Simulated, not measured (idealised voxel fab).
Process module heading - voxel ribs on slabs
cross-section cut | 255 nm wide | cells 5 nm
Cross-section = grid of square cells, listed top down in bands; band = one or more rows. A band entry consists of two parts. The first gives the height of the band's top and the height of its bottom, in nm. The rest lists the band's materials from left to right, each with its width in nm. A single material labelled with the word "all across" fills the band from edge to edge, and the word "blank" marks empty space. A quick word on heights: they are counted from 0, and under that level the wafer as it came to us is one material throughout. The lowest band is different from the rest in having no bottom; it simply continues downward, written as in "z 0 and below". Quick explanation for "30..40": the width changes in equal steps down the rows of cells, from the first number in the band's top row to the second number in its bottom row. Where a step carries "nothing different", the cross-section came out of it unchanged, cell for cell. "Voids lacking openings" - sealed voids, min. 8 cells, no opening to top; format: width x height at distance (distance from left edge; nm throughout). Read whatever lies past the settings on a step's line as the simulator's own remark about the step. If you see "overlay nm" on a step's line and that step has a mask, it's telling you how far right of where it was planned the mask ended up; a negative number means it went left instead.
-- Process steps (planned)
1) RECEIVE with material Si
2) DIRECTIONAL_DEP with material SiO2, thk nm 30
3) DIRECTIONAL_DEP with material polySi, thk nm 25
4) MASKED_ETCH with tone cover, mask id RIB, width nm 25, etch materials polySi, depth nm 15, overlay nm 0
5) MASKED_ETCH with tone cover, mask id SLAB, width nm 65, etch materials polySi, depth nm 10, overlay nm 0
6) FILL_DEP with material SiO2, thk nm 15
7) CMP with height nm 65
8) DIRECTIONAL_DEP with material TiN, thk nm 10
9) PATTERN with tone cover, mask id HEATER, material resist, width nm 35, thk nm 15, overlay nm 0
10) DIRECTIONAL_ETCH with etch materials TiN, depth nm 10
11) STRIP with etch materials resist
12) CONFORMAL_DEP with material SiO2, thk nm 5
Wafers differ in width nm at step 5; plan lists the first wafer's value; identical starting state.
-- So this is the first of several wafers, cross-sectioned as it came to us, meaning it's at the end of step 1
* z 0 and below  Si all across
* Voids lacking openings: none
-- Where each wafer stands at the end of the module, a row apiece: cells of each material gained (+) or lost (-) since it was received, then closed voids
width nm 65 | +677 SiO2 | +14 TiN | +41 polySi | Voids lacking openings: none
width nm 70 | +675 SiO2 | +14 TiN | +43 polySi | Voids lacking openings: none
width nm 75 | +673 SiO2 | +14 TiN | +45 polySi | Voids lacking openings: none
width nm 80 | +671 SiO2 | +14 TiN | +47 polySi | Voids lacking openings: none
width nm 85 | +669 SiO2 | +14 TiN | +49 polySi | Voids lacking openings: none
width nm 90 | +667 SiO2 | +14 TiN | +51 polySi | Voids lacking openings: none
